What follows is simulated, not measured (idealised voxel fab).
Proc. module: voxel released beams
Section cut is 215 nm wide and gridded with 5 nm square cells.
Format of a cross-section: grid, square cells. Given as bands. Order: top down. Band: one or more rows of cells.
Heads up on the band format: heights come first, top then bottom, in nm. After that it's the materials left to right, each with its width in nm. A single material flagged "throughout" fills the whole band edge to edge, and "air" means there's empty space there.
Height datum 0, below which the as-received substrate wafer is one material. Lowest band open at the bottom, running downward: "0 nm and below".
A width such as "30->40" changes by the same amount from each row of cells to the next, from the band's top row to its bottom row.
The designation "left unchanged", where it is given for a processing step, indicates that no cell of the cross-section was altered in the course of that step.
So "Closed void entries" is basically the list of trapped voids: any empty space of 8 cells or more that can't reach the top through an opening. They're written width x height at distance, the distance being from the left edge, and it's all nm.
That trailing text on a step's line, after the settings, is the simulator's own remark on the step.
overlay nm, on a step with a mask: how far to the right of its planned place the mask lay; to the left if negative

## Process steps foreseen in the plan
1,RECEIVE with material Si
2,CONFORMAL_DEP with material SiN, thk nm 10
3,DIRECTIONAL_DEP with material SiO2, thk nm 15
4,PATTERN with tone open, mask id ANCHOR, material resist, width nm 45, thk nm 15, overlay nm 0
5,DIRECTIONAL_ETCH with etch materials SiO2, depth nm 15
6,STRIP with etch materials resist
7,CONFORMAL_DEP with material W, thk nm 15
8,MASKED_ETCH with tone cover, mask id BEAM, width nm 90, etch materials W, depth nm 15, overlay nm 0
9,STRIP with etch materials SiO2

## Shown in cross-section is the wafer as received, that is, as it stands after step 1
* 0 nm and below: Si throughout
* Closed void entries: none

## Cross-section taken at module completion on the first of two wafers; processed per the plan
* 40 nm to 25 nm: air: 60, W: 20, air: 15, W: 55, air: 65
* 25 nm to 10 nm: air: 65, W: 45, air: 105
* 10 nm to 0 nm: SiN throughout
* 0 nm and below: Si throughout
* Closed void entries: none

## Here's the second of our two wafers sectioned at module end. Same start as the first, same plan, but one mistake got made running it
* 40 nm to 25 nm: air: 60, W: 90, air: 65
* 25 nm to 15 nm: SiN throughout
* 15 nm to 0 nm: SiO2 throughout
* 0 nm and below: Si throughout
* Closed void entries: none
Nonconformance to the process plan: transposition of steps 2 and 3 relative to the planned sequence
At the finish, the second wafer shows more or fewer cells for some materials than the first does: SiO2 +129 | W -18
